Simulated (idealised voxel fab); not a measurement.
The process module that follows is named voxel trench capacitor.
Displayed cross-section: cut, width of 220 nm, square cells sized 5 nm.
Cross-section, as written here: a square-cell grid given band by band from the top down, where a band holds one or more rows of cells.
Each band's line starts with the height of the band's top and of its bottom, in nm. Then come its materials from left to right, each with its width in nm. One material with "throughout" fills the band from edge to edge. "empty" is empty space.
Heads up on the height convention: 0 is the point under which the incoming wafer is all one material, and the lowest band has no bottom, it just keeps going down, like "from 0 down".
The notation "30->40" denotes a width that varies across the rows of cells in the band, beginning at the first number in the top row, finishing at the second number in the bottom row, and changing by an identical amount from each row to the next.
When a step is marked "stayed the same", none of the cells in the cross-section changed during that step.
"Voids, fully enclosed" contains a list of empty spaces, each no smaller than 8 cells and without an open way to the top, written in the form width x height at distance with the distance from the left edge and all three in nm.
Formally, on a step line, whatever follows the settings is a remark that the simulator itself makes on the step.
The setting "overlay nm" may be written on the line of a step. When the step uses a mask, the value reports how far to the right of the planned place the mask lay, and a negative value reports that it lay to the left.

Steps planned for the process
- 1: RECEIVE (material Si)
- 2: CONFORMAL_DEP (material SiN; thk nm 10)
- 3: DIRECTIONAL_DEP (material aC; thk nm 15)
- 4: PATTERN (tone open; mask id TRENCH; material resist; width nm 20; pitch nm 50; thk nm 30; overlay nm 0)
- 5: DIRECTIONAL_ETCH (etch materials aC; depth nm 15)
- 6: STRIP (etch materials resist)
- 7: DIRECTIONAL_ETCH (etch materials SiN; depth nm 10)
- 8: DIRECTIONAL_ETCH (etch materials Si; depth nm 30)
- 9: STRIP (etch materials aC)
- 10: CONFORMAL_DEP (material Al2O3; thk nm 5)
- 11: FILL_DEP (material polySi; thk nm 5)
- 12: CMP (height nm 10)

Cross-section, incoming material, after step 1
* from 0 down | Si throughout
* Voids, fully enclosed: none

First of two wafers: cross-section at end of module, run per plan
* from 10 to 0 | 75 SiN | 5 Al2O3 | 10 polySi | 5 Al2O3 | 30 SiN | 5 Al2O3 | 10 polySi | 5 Al2O3 | 75 SiN
* from 0 to -25 | 75 Si | 5 Al2O3 | 10 polySi | 5 Al2O3 | 30 Si | 5 Al2O3 | 10 polySi | 5 Al2O3 | 75 Si
* from -25 to -30 | 75 Si | 20 Al2O3 | 30 Si | 20 Al2O3 | 75 Si
* from -30 down | Si throughout
* Voids, fully enclosed: none

Cross-sectional view: second of two wafers, end of module; start and plan identical to the first, one mistake in running
* from 10 to 0 | 70 polySi | 5 Al2O3 | 20 SiN | 5 Al2O3 | 20 polySi | 5 Al2O3 | 20 SiN | 5 Al2O3 | 70 polySi
* from 0 to -25 | 70 polySi | 5 Al2O3 | 20 Si | 5 Al2O3 | 20 polySi | 5 Al2O3 | 20 Si | 5 Al2O3 | 70 polySi
* from -25 to -30 | 75 Al2O3 | 20 Si | 30 Al2O3 | 20 Si | 75 Al2O3
* from -30 down | Si throughout
* Voids, fully enclosed: none
Finding, execution versus plan: step 4 was processed under conditions differing from the plan, specifically as PATTERN (tone cover; mask id TRENCH; material resist; width nm 20; pitch nm 50; thk nm 30; overlay nm 0)
End check, counted in cells, second wafer has more or fewer of these materials than the first: Al2O3: 28 more | Si: 168 fewer | SiN: 56 fewer | polySi: 196 more
